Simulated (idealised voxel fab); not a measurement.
Process module under the name voxel self aligned contacts
Each square cell in cross-section cut measures 5 nm, and the section as a whole is 250 nm wide.
Cross-section format: a grid of square cells, given as bands from top to bottom; each band is one or more rows of cells. First you get the band's top height and its bottom height, in nm, and then the materials it's made of, left to right, with each width in nm. If you see a single material with "throughout", that one covers the band edge to edge. "empty" is empty space. Heights are expressed relative to 0, this being the level below which the as-received wafer comprises one material exclusively. The lowest band is unbounded in the downward direction and is denoted as in "0 nm and below". Graded width ("30->40"): value in top row of band = first number; value in bottom row = second number; row-to-row change constant. Given "no modifications" for a step, no cell of the cross-section differs between before and after that step. "Catalogued sealed voids" specifies each empty space that is not open to the top and that occupies no fewer than 8 cells, using the form width x height at distance, the distance measured from the left edge and all three quantities in nm. Whatever follows a step's settings on its line is a remark the simulator itself makes about that step. overlay nm: on a step with a mask, how far right of its planned place the mask lay; negative means left.
The planned process steps are enumerated hereunder
1,RECEIVE with material Si
2,CONFORMAL_DEP with material SiO2, thk nm 5
3,DIRECTIONAL_DEP with material polySi, thk nm 30
4,DIRECTIONAL_DEP with material SiN, thk nm 15
5,PATTERN with tone cover, mask id GATE, material resist, width nm 35, pitch nm 60, thk nm 15, overlay nm 0
6,DIRECTIONAL_ETCH with etch materials SiN, depth nm 15
7,DIRECTIONAL_ETCH with etch materials polySi, depth nm 30
8,STRIP with etch materials resist
9,CONFORMAL_DEP with material SiN, thk nm 5
10,DIRECTIONAL_ETCH with etch materials SiN, depth nm 5
11,FILL_DEP with material SiO2, thk nm 15
12,CMP with height nm 60
13,PATTERN with tone open, mask id CONTACT, material resist, width nm 35, pitch nm 60, thk nm 15, overlay nm 0
14,DIRECTIONAL_ETCH with etch materials SiO2, depth nm 60
15,STRIP with etch materials resist
16,CONFORMAL_DEP with material TiN, thk nm 5
17,FILL_DEP with material Ru, thk nm 5
18,CMP with height nm 60
19,CONFORMAL_DEP with material SiCN, thk nm 5
Step 1 complete: cross-section of the wafer as received
  0 nm and below  Si throughout
  Catalogued sealed voids: none
End-of-module XS, first of two wafers, run as planned
  65 nm to 60 nm  SiCN throughout
  60 nm to 50 nm  SiO2 75 nm | TiN 5->15 nm | Ru 25->5 nm | TiN 5->15 nm | SiO2 25 nm | TiN 5->15 nm | Ru 25->5 nm | TiN 5->15 nm | SiO2 80 nm
  50 nm to 35 nm  SiO2 40 nm | SiN 45 nm | TiN 5 nm | Ru 5 nm | TiN 5 nm | SiN 45 nm | TiN 5 nm | Ru 5 nm | TiN 5 nm | SiN 45 nm | SiO2 45 nm
  35 nm to 5 nm  SiO2 40 nm | SiN 5 nm | polySi 35 nm | SiN 5 nm | TiN 5 nm | Ru 5 nm | TiN 5 nm | SiN 5 nm | polySi 35 nm | SiN 5 nm | TiN 5 nm | Ru 5 nm | TiN 5 nm | SiN 5 nm | polySi 35 nm | SiN 5 nm | SiO2 45 nm
  5 nm to 0 nm  SiO2 85 nm | TiN 15 nm | SiO2 45 nm | TiN 15 nm | SiO2 90 nm
  0 nm and below  Si throughout
  Catalogued sealed voids: none
Second of two wafers, module complete, sectioned: it shares the first wafer's start and plan but was run with one mistake
  65 nm to 60 nm  SiCN throughout
  60 nm to 55 nm  SiO2 40 nm | SiN 45 nm | TiN 5 nm | Ru 5 nm | TiN 5 nm | SiN 45 nm | TiN 5 nm | Ru 5 nm | TiN 5 nm | SiN 45 nm | SiO2 45 nm
  55 nm to 50 nm  SiO2 40 nm | SiN 45 nm | TiN 15 nm | SiN 45 nm | TiN 15 nm | SiN 45 nm | SiO2 45 nm
  50 nm to 35 nm  SiN throughout
  35 nm to 5 nm  polySi throughout
  5 nm to 0 nm  SiO2 throughout
  0 nm and below  Si throughout
  Catalogued sealed voids: none
Plan not followed: step 4 in the plan was executed twice
Looking at both finished wafers in cells, the second ends up ahead of or behind the first on some materials: Ru -28 | SiN +87 | SiO2 -185 | TiN -48 | polySi +174
